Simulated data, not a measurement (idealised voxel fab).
Herein follows the process module entitled voxel spacer lines.
Square cell edge 5 nm, section width 195 nm, ID cut.
Cross-section layout: square cells on a grid; listed as bands, top to bottom; a band spans one or more cell rows. Read a band's entry like this: the first values are the height of its top and the height of its bottom in nm, and what follows is the sequence of materials from left to right, each with its width in nm. Note that "blank" is empty space, and that a single material marked "edge to edge" reaches across the band from edge to edge. All heights in this document are referenced to 0, defined as the level beneath which the wafer, as received, consists entirely of one material. The lowest band is not bounded below; it extends indefinitely downward and is written in the form "top 0, no bottom". Think of "30..40" as a width that walks from the first number to the second as you go down the band, top row to bottom row, taking equal-sized steps from row to row. Basically "no modifications" means that step didn't change any cell in the cross-section. "Internal closed voids": sealed empty spaces, 8 cells or more, no open way to top, listed width x height at distance, with distance from the left edge and width, height and distance in nm. Text after the settings on a step's line: the simulator's own remark on that step. The optional step-line setting "overlay nm" applies to steps with a mask and quantifies how far to the right of its planned location the mask lay, a negative value indicating leftward placement.

[Listed below are the process steps as planned]
| 1 | RECEIVE, material Si |
| 2 | CONFORMAL_DEP, material Al2O3, thk nm 10 |
| 3 | DIRECTIONAL_DEP, material polySi, thk nm 10 |
| 4 | DIRECTIONAL_DEP, material aC, thk nm 25 |
| 5 | PATTERN, tone cover, mask id MANDREL, material resist, width nm 15, pitch nm 50, thk nm 35, overlay nm 0 |
| 6 | DIRECTIONAL_ETCH, etch materials aC, depth nm 25 |
| 7 | STRIP, etch materials resist |
| 8 | CONFORMAL_DEP, material SiO2, thk nm 10 |
| 9 | DIRECTIONAL_ETCH, etch materials SiO2, depth nm 10 |
| 10 | STRIP, etch materials aC |
| 11 | DIRECTIONAL_ETCH, etch materials polySi, depth nm 10 |
| 12 | STRIP, etch materials SiO2 |

[Cross-section of the wafer as it came to us, i.e., already through step 1]
    top 0, no bottom  Si edge to edge
    Internal closed voids: none

[Same starting wafer, same plan as above, one mistake in the execution; this is the cross-section at the end of the module]
    top 45, bottom 20  Al2O3 edge to edge
    top 20, bottom 10  polySi edge to edge
    top 10, bottom 0  Al2O3 edge to edge
    top 0, no bottom  Si edge to edge
    Internal closed voids: none
What broke from the plan during processing? contrary to plan, step 4 was performed as DIRECTIONAL_DEP, material Al2O3, thk nm 25
